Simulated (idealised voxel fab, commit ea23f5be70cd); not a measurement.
Module name: voxel spacer lines (process module)
Displayed cross-section: cut, width of 300 nm, square cells sized 5 nm.
Cross-section = grid of square cells, listed top down in bands; band = one or more rows.
Read a band's entry like this: the first values are the height of its top and the height of its bottom in nm, and what follows is the sequence of materials from left to right, each with its width in nm. Note that "empty" is empty space, and that a single material marked "all across" reaches across the band from edge to edge.
Heights are reckoned from 0. Under this level, the received wafer is all of one material. The bottommost band is open-ended downward, for example "z 0 and below".
Per-row width for "30->40": begins at first number (top row of band), ends at second number (bottom row), increment between rows held constant.
The cross-section has no changed cell in any step marked "remains unaltered".
So "Closed void register" is basically the list of trapped voids: any empty space of 8 cells or more that can't reach the top through an opening. They're written width x height at distance, the distance being from the left edge, and it's all nm.
The remark found on a step's line after its settings is issued by the simulator itself and pertains to that step.
overlay nm: step with mask; distance mask lay right of planned place; negative value = left of planned place.

Process steps - plan:
1 op RECEIVE | material Si
2 op CONFORMAL_DEP | material Al2O3 | thk nm 5
3 op DIRECTIONAL_DEP | material polySi | thk nm 20
4 op DIRECTIONAL_DEP | material aC | thk nm 20
5 op PATTERN | tone cover | mask id MANDREL | material resist | width nm 25 | pitch nm 80 | thk nm 25 | overlay nm 0
6 op DIRECTIONAL_ETCH | etch materials aC | depth nm 20
7 op STRIP | etch materials resist
8 op CONFORMAL_DEP | material SiN | thk nm 15
9 op DIRECTIONAL_ETCH | etch materials SiN | depth nm 15
10 op STRIP | etch materials aC
11 op DIRECTIONAL_ETCH | etch materials polySi | depth nm 20
12 op STRIP | etch materials SiN
13 op FILL_DEP | material SiO2 | thk nm 5
14 op CMP | height nm 25

First of the two wafers, run per plan:

Delivered wafer in cross-section: state after step 1:
z 0 and below  Si all across
Closed void register: none

The wafer, seen in cross-section, after step 2:
z 5 to 0  Al2O3 all across
Whatever lies below 0 is exactly as it was before.

The wafer, seen in cross-section, after step 3:
z 25 to 5  polySi all across
Whatever lies below 5 is exactly as it was before.

The wafer, seen in cross-section, after step 4:
z 45 to 25  aC all across
Whatever lies below 25 is exactly as it was before.

The wafer, seen in cross-section, after step 5:
z 70 to 45  empty (95) / resist (25) / empty (55) / resist (25) / empty (100)
Whatever lies below 45 is exactly as it was before.

The wafer, seen in cross-section, after step 6:
z 50 to 45  empty (95) / resist (25) / empty (55) / resist (25) / empty (100)
z 45 to 25  empty (95) / aC (25) / empty (55) / aC (25) / empty (100)
Whatever lies below 25 is exactly as it was before.

The wafer, seen in cross-section, after step 7:
z 45 to 25  empty (95) / aC (25) / empty (55) / aC (25) / empty (100)
Whatever lies below 25 is exactly as it was before.

The wafer, seen in cross-section, after step 8:
z 60 to 45  empty (80) / SiN (55) / empty (25) / SiN (55) / empty (85)
z 45 to 40  empty (80) / SiN (15) / aC (25) / SiN (15) / empty (25) / SiN (15) / aC (25) / SiN (15) / empty (85)
z 40 to 25  SiN (95) / aC (25) / SiN (55) / aC (25) / SiN (100)
Whatever lies below 25 is exactly as it was before.

The wafer, seen in cross-section, after step 9:
z 45 to 25  empty (80) / SiN (15) / aC (25) / SiN (15) / empty (25) / SiN (15) / aC (25) / SiN (15) / empty (85)
Whatever lies below 25 is exactly as it was before.

The wafer, seen in cross-section, after step 10:
z 45 to 25  empty (80) / SiN (15) / empty (25) / SiN (15) / empty (25) / SiN (15) / empty (25) / SiN (15) / empty (85)
Whatever lies below 25 is exactly as it was before.

The wafer, seen in cross-section, after step 11:
z 45 to 25  empty (80) / SiN (15) / empty (25) / SiN (15) / empty (25) / SiN (15) / empty (25) / SiN (15) / empty (85)
z 25 to 5  empty (80) / polySi (15) / empty (25) / polySi (15) / empty (25) / polySi (15) / empty (25) / polySi (15) / empty (85)
Whatever lies below 5 is exactly as it was before.

The wafer, seen in cross-section, after step 12:
z 25 to 5  empty (80) / polySi (15) / empty (25) / polySi (15) / empty (25) / polySi (15) / empty (25) / polySi (15) / empty (85)
Whatever lies below 5 is exactly as it was before.

The wafer, seen in cross-section, after step 13:
z 30 to 25  SiO2 all across
z 25 to 5  SiO2 (80) / polySi (15) / SiO2 (25) / polySi (15) / SiO2 (25) / polySi (15) / SiO2 (25) / polySi (15) / SiO2 (85)
Whatever lies below 5 is exactly as it was before.

The wafer, seen in cross-section, after step 14:
z 25 to 5  SiO2 (80) / polySi (15) / SiO2 (25) / polySi (15) / SiO2 (25) / polySi (15) / SiO2 (25) / polySi (15) / SiO2 (85)
Whatever lies below 5 is exactly as it was before.

Second wafer, same starting state and plan as the first, one mistake in the run, identical through step 4:

X-section, second wafer, when step 5 was due to finish:
z 70 to 45  empty (100) / resist (25) / empty (55) / resist (25) / empty (95)
Whatever lies below 45 is exactly as it was before.

X-section, second wafer, when step 6 was due to finish:
z 50 to 45  empty (100) / resist (25) / empty (55) / resist (25) / empty (95)
z 45 to 25  empty (100) / aC (25) / empty (55) / aC (25) / empty (95)
Whatever lies below 25 is exactly as it was before.

X-section, second wafer, when step 7 was due to finish:
z 45 to 25  empty (100) / aC (25) / empty (55) / aC (25) / empty (95)
Whatever lies below 25 is exactly as it was before.

X-section, second wafer, when step 8 was due to finish:
z 60 to 45  empty (85) / SiN (55) / empty (25) / SiN (55) / empty (80)
z 45 to 40  empty (85) / SiN (15) / aC (25) / SiN (15) / empty (25) / SiN (15) / aC (25) / SiN (15) / empty (80)
z 40 to 25  SiN (100) / aC (25) / SiN (55) / aC (25) / SiN (95)
Whatever lies below 25 is exactly as it was before.

X-section, second wafer, when step 9 was due to finish:
z 45 to 25  empty (85) / SiN (15) / aC (25) / SiN (15) / empty (25) / SiN (15) / aC (25) / SiN (15) / empty (80)
Whatever lies below 25 is exactly as it was before.

X-section, second wafer, when step 10 was due to finish:
z 45 to 25  empty (85) / SiN (15) / empty (25) / SiN (15) / empty (25) / SiN (15) / empty (25) / SiN (15) / empty (80)
Whatever lies below 25 is exactly as it was before.

X-section, second wafer, when step 11 was due to finish:
z 45 to 25  empty (85) / SiN (15) / empty (25) / SiN (15) / empty (25) / SiN (15) / empty (25) / SiN (15) / empty (80)
z 25 to 5  empty (85) / polySi (15) / empty (25) / polySi (15) / empty (25) / polySi (15) / empty (25) / polySi (15) / empty (80)
Whatever lies below 5 is exactly as it was before.

X-section, second wafer, when step 12 was due to finish:
z 25 to 5  empty (85) / polySi (15) / empty (25) / polySi (15) / empty (25) / polySi (15) / empty (25) / polySi (15) / empty (80)
Whatever lies below 5 is exactly as it was before.

X-section, second wafer, when step 13 was due to finish:
z 30 to 25  SiO2 all across
z 25 to 5  SiO2 (85) / polySi (15) / SiO2 (25) / polySi (15) / SiO2 (25) / polySi (15) / SiO2 (25) / polySi (15) / SiO2 (80)
Whatever lies below 5 is exactly as it was before.

X-section, second wafer, when step 14 was due to finish:
z 25 to 5  SiO2 (85) / polySi (15) / SiO2 (25) / polySi (15) / SiO2 (25) / polySi (15) / SiO2 (25) / polySi (15) / SiO2 (80)
Whatever lies below 5 is exactly as it was before.
What was done differently from what was planned? step 5 did not use the planned setting and instead ran as op PATTERN | tone cover | mask id MANDREL | material resist | width nm 25 | pitch nm 80 | thk nm 25 | overlay nm 5
End check, second vs first wafer: material counts in cells match, positions do not.
